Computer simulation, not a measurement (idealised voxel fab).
The document below concerns the process module designated voxel transistor to metal.
FYI the section here is cut, 285 nm wide, cells are 5 nm squares.
Square cells in a grid make up a cross-section in this document, and the grid is given as bands, listed from the top down, each one or more rows of cells.
For a band, the entry starts with two heights in nm, that of the top and then that of the bottom, and carries on with the band's materials in order from left to right, each alongside its width in nm; the word "throughout" beside a single material means it fills the band edge to edge, and "empty" means empty space.
Below 0: as-received wafer, all one material; heights counted from there. Lowest band: no bottom, goes on down, written "0 down".
Width: "30->40" (first number = top row, second number = bottom row, same change from row to row of cells).
Step marked "nothing was modified"? Then no cell in the cross-section changed in it.
The entry titled "Unvented cavities" provides the empty spaces that have no open way to the top, restricted to those of 8 cells or more. Each is presented as width x height at distance, the distance being measured from the left edge, with all three in nm.
Where a step's line continues beyond its settings, the continuation is a remark by the simulator itself on that step.
overlay nm: for a step with a mask, the amount by which the mask lay right of where it was planned; a negative amount means left of it.
**Process steps (planned)**
- 1: RECEIVE, material Si
- 2: OXIDIZE, depth nm 5
- 3: CONFORMAL_DEP, material SiN, thk nm 10
- 4: PATTERN, tone cover, mask id ACTIVE, material resist, width nm 110, pitch nm 135, thk nm 20, overlay nm 0
- 5: DIRECTIONAL_ETCH, etch materials SiN, depth nm 10
- 6: DIRECTIONAL_ETCH, etch materials SiO2, depth nm 5
- 7: DIRECTIONAL_ETCH, etch materials Si, depth nm 30
- 8: STRIP, etch materials resist
- 9: OXIDIZE, depth nm 5
- 10: FILL_DEP, material SiO2, thk nm 10
- 11: CMP, height nm 10
- 12: SELECTIVE_ETCH, etch materials SiO2, depth nm 10
- 13: STRIP, etch materials SiN
- 14: SELECTIVE_ETCH, etch materials SiO2, depth nm 5
- 15: OXIDIZE, depth nm 5
- 16: DIRECTIONAL_DEP, material polySi, thk nm 30
- 17: DIRECTIONAL_DEP, material SiCN, thk nm 15
- 18: PATTERN, tone cover, mask id GATE, material resist, width nm 30, pitch nm 135, thk nm 20, overlay nm 0
- 19: DIRECTIONAL_ETCH, etch materials SiCN, depth nm 25
- 20: DIRECTIONAL_ETCH, etch materials polySi, depth nm 40
- 21: STRIP, etch materials resist
- 22: CONFORMAL_DEP, material SiO2, thk nm 5
- 23: DIRECTIONAL_ETCH, etch materials SiO2, depth nm 5
- 24: CONFORMAL_DEP, material SiN, thk nm 10
- 25: DIRECTIONAL_ETCH, etch materials SiN, depth nm 10
- 26: DIRECTIONAL_ETCH, etch materials SiO2, depth nm 5
- 27: DIRECTIONAL_ETCH, etch materials Si, depth nm 10
- 28: EPI, material pSi, thk nm 10
- 29: FILL_DEP, material SiO2, thk nm 5
- 30: CMP, height nm 25
- 31: STRIP, etch materials polySi
- 32: SELECTIVE_ETCH, etch materials SiO2, depth nm 5
- 33: CONFORMAL_DEP, material HfO2, thk nm 5
- 34: CONFORMAL_DEP, material TiN, thk nm 5
- 35: FILL_DEP, material W, thk nm 10
- 36: CMP, height nm 20
- 37: DIRECTIONAL_DEP, material SiO2, thk nm 10
- 38: MASKED_ETCH, tone open, mask id CONTACT, width nm 15, etch materials SiO2, depth nm 40, overlay nm 0
- 39: CONFORMAL_DEP, material TiN, thk nm 5
- 40: FILL_DEP, material Ru, thk nm 10
- 41: CMP, height nm 30
- 42: CONFORMAL_DEP, material SiN, thk nm 5
- 43: DIRECTIONAL_DEP, material lowk, thk nm 20
- 44: MASKED_ETCH, tone open, mask id METAL_1, width nm 15, etch materials lowk, depth nm 20, overlay nm 0
- 45: MASKED_ETCH, tone open, mask id METAL_1, width nm 15, etch materials SiN, depth nm 5, overlay nm 0
- 46: CONFORMAL_DEP, material TiN, thk nm 5
- 47: FILL_DEP, material Ru, thk nm 10
- 48: CMP, height nm 55
- 49: CONFORMAL_DEP, material SiCN, thk nm 5
- 50: DIRECTIONAL_DEP, material lowk, thk nm 30
- 51: PATTERN, tone open, mask id METAL_2, material resist, width nm 15, pitch nm 135, thk nm 15, overlay nm 0
- 52: DIRECTIONAL_ETCH, etch materials lowk, depth nm 20
- 53: STRIP, etch materials resist
- 54: MASKED_ETCH, tone open, mask id METAL_2_HOLES, width nm 15, pitch nm 135, etch materials lowk, depth nm 10, overlay nm 0
- 55: MASKED_ETCH, tone open, mask id METAL_2_HOLES, width nm 15, pitch nm 135, etch materials SiCN, depth nm 5, overlay nm 0
- 56: CONFORMAL_DEP, material TiN, thk nm 5
- 57: FILL_DEP, material Cu, thk nm 10
- 58: CMP, height nm 90
- 59: CONFORMAL_DEP, material SiCN, thk nm 5
**Incoming wafer in cross-section (state: after step 1)**
	0 down: Si throughout
	Unvented cavities: none
**Run as planned - first of the two wafers cross-sectioned at the end of the module**
	95 to 90: SiCN throughout
	90 to 60: lowk: 30  TiN: 5  Cu: 5  TiN: 5  lowk: 120  TiN: 5  Cu: 5  TiN: 5  lowk: 105
	60 to 55: SiCN: 30  TiN: 15  SiCN: 120  TiN: 15  SiCN: 105
	55 to 35: lowk: 30  TiN: 5  Ru: 5  TiN: 5  lowk: 60  TiN: 5  Ru: 5  TiN: 5  lowk: 45  TiN: 5  Ru: 5  TiN: 5  lowk: 60  TiN: 5  Ru: 5  TiN: 5  lowk: 30
	35 to 30: SiN: 30  TiN: 15  SiN: 60  TiN: 15  SiN: 45  TiN: 15  SiN: 60  TiN: 15  SiN: 30
	30 to 20: SiO2: 30  TiN: 5  Ru: 5  TiN: 5  SiO2: 60  TiN: 5  Ru: 5  TiN: 5  SiO2: 45  TiN: 5  Ru: 5  TiN: 5  SiO2: 60  TiN: 5  Ru: 5  TiN: 5  SiO2: 30
	20 to 5: SiO2: 30  TiN: 5  Ru: 5  TiN: 5  SiN: 10  HfO2: 5  TiN: 5  W: 20  TiN: 5  HfO2: 5  SiN: 10  TiN: 5  Ru: 5  TiN: 5  SiO2: 45  TiN: 5  Ru: 5  TiN: 5  SiN: 10  HfO2: 5  TiN: 5  W: 20  TiN: 5  HfO2: 5  SiN: 10  TiN: 5  Ru: 5  TiN: 5  SiO2: 30
	5 to 0: SiO2: 30  TiN: 15  SiN: 10  HfO2: 5  TiN: 5  W: 20  TiN: 5  HfO2: 5  SiN: 10  TiN: 15  SiO2: 45  TiN: 15  SiN: 10  HfO2: 5  TiN: 5  W: 20  TiN: 5  HfO2: 5  SiN: 10  TiN: 15  SiO2: 30
	0 to -5: SiO2: 30  TiN: 5  pSi: 10  SiN: 10  HfO2: 5  TiN: 30  HfO2: 5  SiN: 10  pSi: 10  TiN: 5  SiO2: 45  TiN: 5  pSi: 10  SiN: 10  HfO2: 5  TiN: 30  HfO2: 5  SiN: 10  pSi: 10  TiN: 5  SiO2: 30
	-5 to -10: SiO2: 30  TiN: 5  pSi: 10  SiO2: 10  HfO2: 40  SiO2: 10  pSi: 10  TiN: 5  SiO2: 45  TiN: 5  pSi: 10  SiO2: 10  HfO2: 40  SiO2: 10  pSi: 10  TiN: 5  SiO2: 30
	-10 to -20: SiO2: 25  pSi: 20  Si: 60  pSi: 20  SiO2: 35  pSi: 20  Si: 60  pSi: 20  SiO2: 25
	-20 to -40: SiO2: 25  Si: 100  SiO2: 35  Si: 100  SiO2: 25
	-40 down: Si throughout
	Unvented cavities: none
**second wafer at the end: like start, like plan, one mistake**
	95 to 90: SiCN throughout
	90 to 85: Cu throughout
	85 to 80: TiN: 35  Cu: 5  TiN: 130  Cu: 5  TiN: 110
	80 to 75: lowk: 30  TiN: 5  Cu: 5  TiN: 5  lowk: 120  TiN: 5  Cu: 5  TiN: 5  lowk: 105
	75 to 70: lowk: 30  TiN: 15  lowk: 120  TiN: 15  lowk: 105
	70 to 60: lowk throughout
	60 to 55: SiCN throughout
	55 to 35: lowk: 30  TiN: 5  Ru: 5  TiN: 5  lowk: 60  TiN: 5  Ru: 5  TiN: 5  lowk: 45  TiN: 5  Ru: 5  TiN: 5  lowk: 60  TiN: 5  Ru: 5  TiN: 5  lowk: 30
	35 to 30: SiN: 30  TiN: 15  SiN: 60  TiN: 15  SiN: 45  TiN: 15  SiN: 60  TiN: 15  SiN: 30
	30 to 20: SiO2: 30  TiN: 5  Ru: 5  TiN: 5  SiO2: 60  TiN: 5  Ru: 5  TiN: 5  SiO2: 45  TiN: 5  Ru: 5  TiN: 5  SiO2: 60  TiN: 5  Ru: 5  TiN: 5  SiO2: 30
	20 to 5: SiO2: 30  TiN: 5  Ru: 5  TiN: 5  SiN: 10  HfO2: 5  TiN: 5  W: 20  TiN: 5  HfO2: 5  SiN: 10  TiN: 5  Ru: 5  TiN: 5  SiO2: 45  TiN: 5  Ru: 5  TiN: 5  SiN: 10  HfO2: 5  TiN: 5  W: 20  TiN: 5  HfO2: 5  SiN: 10  TiN: 5  Ru: 5  TiN: 5  SiO2: 30
	5 to 0: SiO2: 30  TiN: 15  SiN: 10  HfO2: 5  TiN: 5  W: 20  TiN: 5  HfO2: 5  SiN: 10  TiN: 15  SiO2: 45  TiN: 15  SiN: 10  HfO2: 5  TiN: 5  W: 20  TiN: 5  HfO2: 5  SiN: 10  TiN: 15  SiO2: 30
	0 to -5: SiO2: 30  TiN: 5  pSi: 10  SiN: 10  HfO2: 5  TiN: 30  HfO2: 5  SiN: 10  pSi: 10  TiN: 5  SiO2: 45  TiN: 5  pSi: 10  SiN: 10  HfO2: 5  TiN: 30  HfO2: 5  SiN: 10  pSi: 10  TiN: 5  SiO2: 30
	-5 to -10: SiO2: 30  TiN: 5  pSi: 10  SiO2: 10  HfO2: 40  SiO2: 10  pSi: 10  TiN: 5  SiO2: 45  TiN: 5  pSi: 10  SiO2: 10  HfO2: 40  SiO2: 10  pSi: 10  TiN: 5  SiO2: 30
	-10 to -20: SiO2: 25  pSi: 20  Si: 60  pSi: 20  SiO2: 35  pSi: 20  Si: 60  pSi: 20  SiO2: 25
	-20 to -40: SiO2: 25  Si: 100  SiO2: 35  Si: 100  SiO2: 25
	-40 down: Si throughout
	Unvented cavities: none
What was done differently from what was planned? step 54 ran with different settings than intended, the actual operation and settings being MASKED_ETCH, tone cover, mask id METAL_2_HOLES, width nm 15, pitch nm 135, etch materials lowk, depth nm 10, overlay nm 0
Counted in cells at the end, the second wafer holds more or fewer of these materials than the first: Cu: 49 more | SiCN: 6 more | TiN: 35 more | lowk: 90 fewer
